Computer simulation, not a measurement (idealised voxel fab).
Herein follows the process module entitled voxel air gaps.
We display cut, a cross-section 280 nm in width whose square cells are each 5 nm.
Cross-sections here: square-cell grids, written as top-down lists of bands, a band being one or more rows of cells.
Per band: top height and bottom height in nm, followed by the left-to-right materials and their widths in nm; "throughout" marks a single material spanning edge to edge, "blank" marks empty space.
Convention: height 0 is the level below which the wafer, as received, is all one material. The lowest band does not terminate at the bottom but continues downward, represented as "z 0 and below".
The width entry "30->40" should be interpreted row by row: the top row of cells in the band takes the first number, the bottom row takes the second number, and the change between adjacent rows is uniform throughout.
Step note "all unchanged" = no cross-section cell changed.
"Cavities, sealed": sealed empty spaces, 8 cells or more, no open way to top, listed width x height at distance, with distance from the left edge and width, height and distance in nm.
Where a step's line continues beyond its settings, the continuation is a remark by the simulator itself on that step.
overlay nm: mask offset rightward from planned place, masked step; negative means leftward offset.
## The following list gives the planned process steps
1,RECEIVE, material Si
2,CONFORMAL_DEP, material SiO2, thk nm 15
3,CONFORMAL_DEP, material SiCN, thk nm 5
4,DIRECTIONAL_DEP, material SiO2, thk nm 30
5,DIRECTIONAL_DEP, material aC, thk nm 10
6,PATTERN, tone open, mask id LINES, material resist, width nm 15, pitch nm 40, thk nm 30, overlay nm 0
7,DIRECTIONAL_ETCH, etch materials aC, depth nm 10
8,STRIP, etch materials resist
9,DIRECTIONAL_ETCH, etch materials SiO2, depth nm 30
10,STRIP, etch materials aC
11,CONFORMAL_DEP, material TiN, thk nm 5
12,FILL_DEP, material Cu, thk nm 5
13,CMP, height nm 50
14,EPI, material Ru, thk nm 10
15,SELECTIVE_ETCH, etch materials SiO2, depth nm 40
16,CONFORMAL_DEP, material SiCN, thk nm 5
## As-received state of the wafer in cross-section, equivalent to post-step 1
	z 0 and below | Si throughout
	Cavities, sealed: none
## Result of the module, cross-sectioned: start per above, plan per above, one error in how it was run
	z 65 to 60 | SiCN throughout
	z 60 to 50 | Ru throughout
	z 50 to 25 | Cu=65, TiN=5, SiO2=15, TiN=5, Cu=15, TiN=5, SiO2=15, TiN=5, Cu=15, TiN=5, SiO2=15, TiN=5, Cu=15, TiN=5, SiO2=15, TiN=5, Cu=70
	z 25 to 20 | TiN=70, SiO2=15, TiN=25, SiO2=15, TiN=25, SiO2=15, TiN=25, SiO2=15, TiN=75
	z 20 to 15 | SiCN throughout
	z 15 to 0 | SiO2 throughout
	z 0 and below | Si throughout
	Cavities, sealed: none
Nonconformance to the process plan: step 6 was processed under conditions differing from the plan, specifically as PATTERN, tone cover, mask id LINES, material resist, width nm 15, pitch nm 40, thk nm 30, overlay nm 0
